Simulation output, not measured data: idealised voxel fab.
The name of this process module is voxel spacer lines.
FYI the section here is cut, 255 nm wide, cells are 5 nm squares.
Cross-sections here: square-cell grids, written as top-down lists of bands, a band being one or more rows of cells. Heights first: top, then bottom, in nm. Then materials, left to right, each with a width in nm. "edge to edge" on a single material: fills the band edge to edge. "empty": empty space. Heights are reckoned from 0. Under this level, the received wafer is all of one material. The bottommost band is open-ended downward, for example "0 -> down". Graded width ("30..40"): value in top row of band = first number; value in bottom row = second number; row-to-row change constant. "nothing got changed" for a step: no cell of the cross-section changed in that step. Heads up: "Closed void list" only lists the empty pockets with no open path to the top that are 8 cells or more, and it writes them as width x height at distance, distance from the left edge, in nm. That trailing text on a step's line, after the settings, is the simulator's own remark on the step. overlay nm: how far to the right of its planned place the mask lay on this masked step (negative: to the left).
[Planned step list for the process]
1. RECEIVE: material Si
2. CONFORMAL_DEP: material Al2O3, thk nm 10
3. DIRECTIONAL_DEP: material TiN, thk nm 10
4. DIRECTIONAL_DEP: material polySi, thk nm 30
5. PATTERN: tone cover, mask id MANDREL, material resist, width nm 20, pitch nm 60, thk nm 35, overlay nm 0
6. DIRECTIONAL_ETCH: etch materials polySi, depth nm 30
7. STRIP: etch materials resist
8. CONFORMAL_DEP: material SiO2, thk nm 10
9. DIRECTIONAL_ETCH: etch materials SiO2, depth nm 10
10. STRIP: etch materials polySi
11. DIRECTIONAL_ETCH: etch materials TiN, depth nm 10
12. STRIP: etch materials SiO2
13. FILL_DEP: material lowk, thk nm 5
14. CMP: height nm 20
[Shown in cross-section is the wafer as received, that is, as it stands after step 1]
* 0 -> down  Si edge to edge
* Closed void list: none
[End-of-module cross-section. Starting structure and process plan as above; one mistake made in running it]
* 20 -> 10  polySi edge to edge
* 10 -> 0  Al2O3 edge to edge
* 0 -> down  Si edge to edge
* Closed void list: none
What was done differently from what was planned? the run placed steps 3 and 4 each in the position the plan gave to the other
